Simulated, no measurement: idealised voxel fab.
You're looking at the process module voxel self aligned vias.
Displayed cross-section: cut, width of 225 nm, square cells sized 5 nm.
Cross-section spec: square-cell grid; bands listed top down; each band is one or more rows.
In this notation a band is specified by the heights of its top and bottom, in that order and in nm, after which its materials appear from left to right, each paired with its width in nm. The word "all across" attached to a single material means that material fills the band from edge to edge; the word "air" stands for empty space.
Heights are reckoned from 0. Under this level, the received wafer is all of one material. The bottommost band is open-ended downward, for example "0..down".
Width spec "30->40" -> top row of cells at first value, bottom row at second value, equal per-row change in between.
"no modifications" -> step changed no cross-section cell.
Heads up: "Enclosed void catalog" only lists the empty pockets with no open path to the top that are 8 cells or more, and it writes them as width x height at distance, distance from the left edge, in nm.
What comes after the settings on a step's line is commentary from the simulator itself on that step.
"overlay nm", when on a step's line for a step with a mask, measures how far to the right of its planned place the mask lay; a negative measure means to the left.
# Below is the list of planned process steps
1: RECEIVE (material Si)
2: CONFORMAL_DEP (material SiO2; thk nm 15)
3: CONFORMAL_DEP (material SiCN; thk nm 5)
4: DIRECTIONAL_DEP (material SiO2; thk nm 20)
5: MASKED_ETCH (tone open; mask id LINES; width nm 25; pitch nm 75; etch materials SiO2; depth nm 20; overlay nm 0)
6: CONFORMAL_DEP (material TiN; thk nm 5)
7: FILL_DEP (material W; thk nm 10)
8: CMP (height nm 40)
9: SELECTIVE_ETCH (etch materials W Ru TiN; depth nm 5)
10: FILL_DEP (material SiN; thk nm 10)
11: CMP (height nm 40)
12: DIRECTIONAL_DEP (material SiO2; thk nm 15)
13: DIRECTIONAL_DEP (material aC; thk nm 10)
14: PATTERN (tone open; mask id VIAS; material resist; width nm 45; pitch nm 75; thk nm 30; overlay nm 0)
15: DIRECTIONAL_ETCH (etch materials aC; depth nm 10)
16: STRIP (etch materials resist)
17: DIRECTIONAL_ETCH (etch materials SiO2; depth nm 15)
18: DIRECTIONAL_ETCH (etch materials SiN; depth nm 5)
19: STRIP (etch materials aC)
20: CONFORMAL_DEP (material TiN; thk nm 5)
21: FILL_DEP (material Cu; thk nm 10)
22: CMP (height nm 55)
23: CONFORMAL_DEP (material SiN; thk nm 5)
# Concerning the first of two wafers, which was run in accordance with the plan
# This is the cross-section of the wafer as we received it, i.e. after step 1
> 0..down = Si all across
> Enclosed void catalog: none
# After step 2: wafer cross-section
> 15..0 = SiO2 all across
> All layers under 0 are left as they were.
# After step 3: wafer cross-section
> 20..15 = SiCN all across
> All layers under 15 are left as they were.
# After step 4: wafer cross-section
> 40..20 = SiO2 all across
> All layers under 20 are left as they were.
# After step 5: wafer cross-section
> 40..20 = SiO2: 60, then air: 25, then SiO2: 50, then air: 25, then SiO2: 65
> All layers under 20 are left as they were.
# After step 6: wafer cross-section
> 45..40 = TiN: 65, then air: 15, then TiN: 60, then air: 15, then TiN: 70
> 40..25 = SiO2: 60, then TiN: 5, then air: 15, then TiN: 5, then SiO2: 50, then TiN: 5, then air: 15, then TiN: 5, then SiO2: 65
> 25..20 = SiO2: 60, then TiN: 25, then SiO2: 50, then TiN: 25, then SiO2: 65
> All layers under 20 are left as they were.
# After step 7: wafer cross-section
> 55..45 = W all across
> 45..40 = TiN: 65, then W: 15, then TiN: 60, then W: 15, then TiN: 70
> 40..25 = SiO2: 60, then TiN: 5, then W: 15, then TiN: 5, then SiO2: 50, then TiN: 5, then W: 15, then TiN: 5, then SiO2: 65
> All layers under 25 are left as they were.
# After step 8: wafer cross-section
> 40..25 = SiO2: 60, then TiN: 5, then W: 15, then TiN: 5, then SiO2: 50, then TiN: 5, then W: 15, then TiN: 5, then SiO2: 65
> All layers under 25 are left as they were.
# After step 9: wafer cross-section
> 40..35 = SiO2: 60, then air: 25, then SiO2: 50, then air: 25, then SiO2: 65
> All layers under 35 are left as they were.
# After step 10: wafer cross-section
> 50..40 = SiN all across
> 40..35 = SiO2: 60, then SiN: 25, then SiO2: 50, then SiN: 25, then SiO2: 65
> All layers under 35 are left as they were.
# After step 11: wafer cross-section
> 40..35 = SiO2: 60, then SiN: 25, then SiO2: 50, then SiN: 25, then SiO2: 65
> All layers under 35 are left as they were.
# After step 12: wafer cross-section
> 55..40 = SiO2 all across
> All layers under 40 are left as they were.
# After step 13: wafer cross-section
> 65..55 = aC all across
> All layers under 55 are left as they were.
# After step 14: wafer cross-section
> 95..65 = resist: 50, then air: 45, then resist: 30, then air: 45, then resist: 55
> All layers under 65 are left as they were.
# After step 15: wafer cross-section
> 85..65 = resist: 50, then air: 45, then resist: 30, then air: 45, then resist: 55
> 65..55 = aC: 50, then air: 45, then aC: 30, then air: 45, then aC: 55
> All layers under 55 are left as they were.
# After step 16: wafer cross-section
> 65..55 = aC: 50, then air: 45, then aC: 30, then air: 45, then aC: 55
> All layers under 55 are left as they were.
# After step 17: wafer cross-section
> 65..55 = aC: 50, then air: 45, then aC: 30, then air: 45, then aC: 55
> 55..40 = SiO2: 50, then air: 45, then SiO2: 30, then air: 45, then SiO2: 55
> All layers under 40 are left as they were.
# After step 18: wafer cross-section
> 65..55 = aC: 50, then air: 45, then aC: 30, then air: 45, then aC: 55
> 55..40 = SiO2: 50, then air: 45, then SiO2: 30, then air: 45, then SiO2: 55
> 40..35 = SiO2: 60, then air: 25, then SiO2: 50, then air: 25, then SiO2: 65
> All layers under 35 are left as they were.
# After step 19: wafer cross-section
> 55..40 = SiO2: 50, then air: 45, then SiO2: 30, then air: 45, then SiO2: 55
> All layers under 40 are left as they were.
# After step 20: wafer cross-section
> 60..55 = TiN: 55, then air: 35, then TiN: 40, then air: 35, then TiN: 60
> 55..45 = SiO2: 50, then TiN: 5, then air: 35, then TiN: 5, then SiO2: 30, then TiN: 5, then air: 35, then TiN: 5, then SiO2: 55
> 45..40 = SiO2: 50, then TiN: 15, then air: 15, then TiN: 15, then SiO2: 30, then TiN: 15, then air: 15, then TiN: 15, then SiO2: 55
> 40..35 = SiO2: 60, then TiN: 25, then SiO2: 50, then TiN: 25, then SiO2: 65
> All layers under 35 are left as they were.
# After step 21: wafer cross-section
> 70..60 = Cu all across
> 60..55 = TiN: 55, then Cu: 35, then TiN: 40, then Cu: 35, then TiN: 60
> 55..45 = SiO2: 50, then TiN: 5, then Cu: 35, then TiN: 5, then SiO2: 30, then TiN: 5, then Cu: 35, then TiN: 5, then SiO2: 55
> 45..40 = SiO2: 50, then TiN: 15, then Cu: 15, then TiN: 15, then SiO2: 30, then TiN: 15, then Cu: 15, then TiN: 15, then SiO2: 55
> All layers under 40 are left as they were.
# After step 22: wafer cross-section
> 55..45 = SiO2: 50, then TiN: 5, then Cu: 35, then TiN: 5, then SiO2: 30, then TiN: 5, then Cu: 35, then TiN: 5, then SiO2: 55
> All layers under 45 are left as they were.
# After step 23: wafer cross-section
> 60..55 = SiN all across
> All layers under 55 are left as they were.
# Here the second wafer is described. Its start and its plan were those of the first wafer. Its run contained one mistake. Up to and including step 1, it did exactly what the first wafer did
The second wafer in cross-section, at the planned close of step 2: no modifications
# The second wafer in cross-section, at the planned close of step 3
> 5..0 = SiCN all across
> All layers under 0 are left as they were.
# The second wafer in cross-section, at the planned close of step 4
> 25..5 = SiO2 all across
> All layers under 5 are left as they were.
# The second wafer in cross-section, at the planned close of step 5
> 25..5 = SiO2: 60, then air: 25, then SiO2: 50, then air: 25, then SiO2: 65
> All layers under 5 are left as they were.
# The second wafer in cross-section, at the planned close of step 6
> 30..25 = TiN: 65, then air: 15, then TiN: 60, then air: 15, then TiN: 70
> 25..10 = SiO2: 60, then TiN: 5, then air: 15, then TiN: 5, then SiO2: 50, then TiN: 5, then air: 15, then TiN: 5, then SiO2: 65
> 10..5 = SiO2: 60, then TiN: 25, then SiO2: 50, then TiN: 25, then SiO2: 65
> All layers under 5 are left as they were.
# The second wafer in cross-section, at the planned close of step 7
> 40..30 = W all across
> 30..25 = TiN: 65, then W: 15, then TiN: 60, then W: 15, then TiN: 70
> 25..10 = SiO2: 60, then TiN: 5, then W: 15, then TiN: 5, then SiO2: 50, then TiN: 5, then W: 15, then TiN: 5, then SiO2: 65
> All layers under 10 are left as they were.
The second wafer in cross-section, at the planned close of step 8: no modifications
# The second wafer in cross-section, at the planned close of step 9
> 35..30 = W all across
> All layers under 30 are left as they were.
# The second wafer in cross-section, at the planned close of step 10
> 45..35 = SiN all across
> All layers under 35 are left as they were.
# The second wafer in cross-section, at the planned close of step 11
> 40..35 = SiN all across
> All layers under 35 are left as they were.
# The second wafer in cross-section, at the planned close of step 12
> 55..40 = SiO2 all across
> All layers under 40 are left as they were.
# The second wafer in cross-section, at the planned close of step 13
> 65..55 = aC all across
> All layers under 55 are left as they were.
# The second wafer in cross-section, at the planned close of step 14
> 95..65 = resist: 50, then air: 45, then resist: 30, then air: 45, then resist: 55
> All layers under 65 are left as they were.
# The second wafer in cross-section, at the planned close of step 15
> 85..65 = resist: 50, then air: 45, then resist: 30, then air: 45, then resist: 55
> 65..55 = aC: 50, then air: 45, then aC: 30, then air: 45, then aC: 55
> All layers under 55 are left as they were.
# The second wafer in cross-section, at the planned close of step 16
> 65..55 = aC: 50, then air: 45, then aC: 30, then air: 45, then aC: 55
> All layers under 55 are left as they were.
# The second wafer in cross-section, at the planned close of step 17
> 65..55 = aC: 50, then air: 45, then aC: 30, then air: 45, then aC: 55
> 55..40 = SiO2: 50, then air: 45, then SiO2: 30, then air: 45, then SiO2: 55
> All layers under 40 are left as they were.
# The second wafer in cross-section, at the planned close of step 18
> 65..55 = aC: 50, then air: 45, then aC: 30, then air: 45, then aC: 55
> 55..40 = SiO2: 50, then air: 45, then SiO2: 30, then air: 45, then SiO2: 55
> 40..35 = SiN: 50, then air: 45, then SiN: 30, then air: 45, then SiN: 55
> All layers under 35 are left as they were.
# The second wafer in cross-section, at the planned close of step 19
> 55..40 = SiO2: 50, then air: 45, then SiO2: 30, then air: 45, then SiO2: 55
> All layers under 40 are left as they were.
# The second wafer in cross-section, at the planned close of step 20
> 60..55 = TiN: 55, then air: 35, then TiN: 40, then air: 35, then TiN: 60
> 55..40 = SiO2: 50, then TiN: 5, then air: 35, then TiN: 5, then SiO2: 30, then TiN: 5, then air: 35, then TiN: 5, then SiO2: 55
> 40..35 = SiN: 50, then TiN: 45, then SiN: 30, then TiN: 45, then SiN: 55
> All layers under 35 are left as they were.
# The second wafer in cross-section, at the planned close of step 21
> 70..60 = Cu all across
> 60..55 = TiN: 55, then Cu: 35, then TiN: 40, then Cu: 35, then TiN: 60
> 55..40 = SiO2: 50, then TiN: 5, then Cu: 35, then TiN: 5, then SiO2: 30, then TiN: 5, then Cu: 35, then TiN: 5, then SiO2: 55
> All layers under 40 are left as they were.
# The second wafer in cross-section, at the planned close of step 22
> 55..40 = SiO2: 50, then TiN: 5, then Cu: 35, then TiN: 5, then SiO2: 30, then TiN: 5, then Cu: 35, then TiN: 5, then SiO2: 55
> All layers under 40 are left as they were.
# The second wafer in cross-section, at the planned close of step 23
> 60..55 = SiN all across
> All layers under 55 are left as they were.
Heads up, the wafer didn't run the way we planned it: plan step 2 skipped
Per the end-of-run cell counts, the second wafer holds more or fewer of some materials than the first: +8 Cu; +27 SiN; -135 SiO2; +43 TiN; +57 W
